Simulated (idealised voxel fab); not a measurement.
The process module that follows is named voxel transistor to metal.
The width of the displayed cross-section, cut, is 205 nm; its cells are square, with a size of 5 nm.
Cross-section spec: square-cell grid; bands listed top down; each band is one or more rows. Band: top height; bottom height; in nm. Then, left to right: material with width in nm, for each material. "throughout": a single material spanning edge to edge. "blank": empty space. Height is counted from the level 0, under which the received wafer is composed throughout of one material. The lowest of the bands is not closed at the bottom but continues downward, in the notation "z 0 and below". Width "30..40": first value at the band's top row of cells, second value at its bottom row, equal change from row to row. Step marked "no change"? Then no cell in the cross-section changed in it. This entry, "Closed cavity list", enumerates those empty regions of no fewer than 8 cells that possess no open connection to the top. Each region is reported in the form width x height at distance, the distance being taken from the left edge, with all three quantities expressed in nm. It should be noted that, on the line of a given step, the content following the step's settings is a remark produced by the simulator itself with respect to that step. overlay nm: mask right of planned place by this much (step with mask). Neg. = left.
### These are the steps we planned for the process
1 op RECEIVE | material Si
2 op OXIDIZE | depth nm 5
3 op CONFORMAL_DEP | material SiN | thk nm 15
4 op DIRECTIONAL_DEP | material aC | thk nm 10
5 op PATTERN | tone cover | mask id ACTIVE | material resist | width nm 105 | thk nm 25 | overlay nm 0
6 op DIRECTIONAL_ETCH | etch materials aC | depth nm 10
7 op STRIP | etch materials resist
8 op DIRECTIONAL_ETCH | etch materials SiN | depth nm 15
9 op DIRECTIONAL_ETCH | etch materials SiO2 | depth nm 5
10 op DIRECTIONAL_ETCH | etch materials Si | depth nm 35
11 op STRIP | etch materials aC
12 op FILL_DEP | material SiO2 | thk nm 15
13 op CMP | height nm 15
14 op SELECTIVE_ETCH | etch materials SiO2 | depth nm 10
15 op STRIP | etch materials SiN
16 op SELECTIVE_ETCH | etch materials SiO2 | depth nm 5
17 op OXIDIZE | depth nm 5
18 op DIRECTIONAL_DEP | material polySi | thk nm 20
19 op DIRECTIONAL_DEP | material SiCN | thk nm 15
20 op MASKED_ETCH | tone cover | mask id GATE | width nm 25 | etch materials SiCN | depth nm 25 | overlay nm 0
21 op MASKED_ETCH | tone cover | mask id GATE | width nm 25 | etch materials polySi | depth nm 30 | overlay nm 0
22 op CONFORMAL_DEP | material SiN | thk nm 10
23 op DIRECTIONAL_ETCH | etch materials SiN | depth nm 10
24 op DIRECTIONAL_ETCH | etch materials SiO2 | depth nm 5
25 op DIRECTIONAL_ETCH | etch materials Si | depth nm 15
26 op EPI | material pSi | thk nm 15
27 op FILL_DEP | material SiO2 | thk nm 10
28 op CMP | height nm 15
29 op STRIP | etch materials polySi
30 op SELECTIVE_ETCH | etch materials SiO2 | depth nm 5
31 op CONFORMAL_DEP | material HfO2 | thk nm 5
32 op CONFORMAL_DEP | material TiN | thk nm 5
33 op FILL_DEP | material W | thk nm 5
34 op CMP | height nm 10
35 op DIRECTIONAL_DEP | material SiO2 | thk nm 15
36 op MASKED_ETCH | tone open | mask id CONTACT | width nm 15 | pitch nm 80 | etch materials SiO2 | depth nm 20 | overlay nm -15
37 op CONFORMAL_DEP | material TiN | thk nm 5
38 op FILL_DEP | material W | thk nm 5
39 op CMP | height nm 25
40 op CONFORMAL_DEP | material SiCN | thk nm 5
41 op DIRECTIONAL_DEP | material SiO2 | thk nm 25
42 op DIRECTIONAL_DEP | material aC | thk nm 10
43 op PATTERN | tone open | mask id METAL_1 | material resist | width nm 15 | pitch nm 80 | thk nm 30 | overlay nm 0
44 op DIRECTIONAL_ETCH | etch materials aC | depth nm 10
45 op STRIP | etch materials resist
46 op DIRECTIONAL_ETCH | etch materials SiO2 | depth nm 25
47 op DIRECTIONAL_ETCH | etch materials SiCN | depth nm 5
48 op STRIP | etch materials aC
49 op CONFORMAL_DEP | material TiN | thk nm 5
50 op FILL_DEP | material W | thk nm 5
51 op CMP | height nm 55
52 op EPI | material Ru | thk nm 5
53 op FILL_DEP | material SiCN | thk nm 5
Heads up: all these wafers start the same, and what changes between them is the overlay nm in step 36. The value you see in the plan is just what the first wafer got.
### Cross-section of the first of several wafers on receipt, reflecting completion of step 1
> z 0 and below | Si throughout
> Closed cavity list: none
### each wafer at the end: cells of each material gained (+) or lost (-) since it was received, then its closed voids
overlay nm -15 | +13 HfO2 | +10 Ru | -232 Si | +107 SiCN | +16 SiN | +489 SiO2 | +51 TiN | +17 W | +62 pSi | Closed cavity list: none
overlay nm -10 | +13 HfO2 | +10 Ru | -232 Si | +107 SiCN | +16 SiN | +488 SiO2 | +51 TiN | +18 W | +62 pSi | Closed cavity list: none
overlay nm -5 | +13 HfO2 | +10 Ru | -232 Si | +107 SiCN | +16 SiN | +488 SiO2 | +51 TiN | +18 W | +62 pSi | Closed cavity list: none
overlay nm 0 | +13 HfO2 | +10 Ru | -232 Si | +107 SiCN | +16 SiN | +488 SiO2 | +51 TiN | +18 W | +62 pSi | Closed cavity list: none
overlay nm 5 | +13 HfO2 | +10 Ru | -232 Si | +107 SiCN | +16 SiN | +488 SiO2 | +51 TiN | +18 W | +62 pSi | Closed cavity list: none
overlay nm 10 | +13 HfO2 | +10 Ru | -232 Si | +107 SiCN | +16 SiN | +488 SiO2 | +51 TiN | +18 W | +62 pSi | Closed cavity list: none
overlay nm 15 | +13 HfO2 | +10 Ru | -232 Si | +107 SiCN | +16 SiN | +489 SiO2 | +51 TiN | +17 W | +62 pSi | Closed cavity list: none
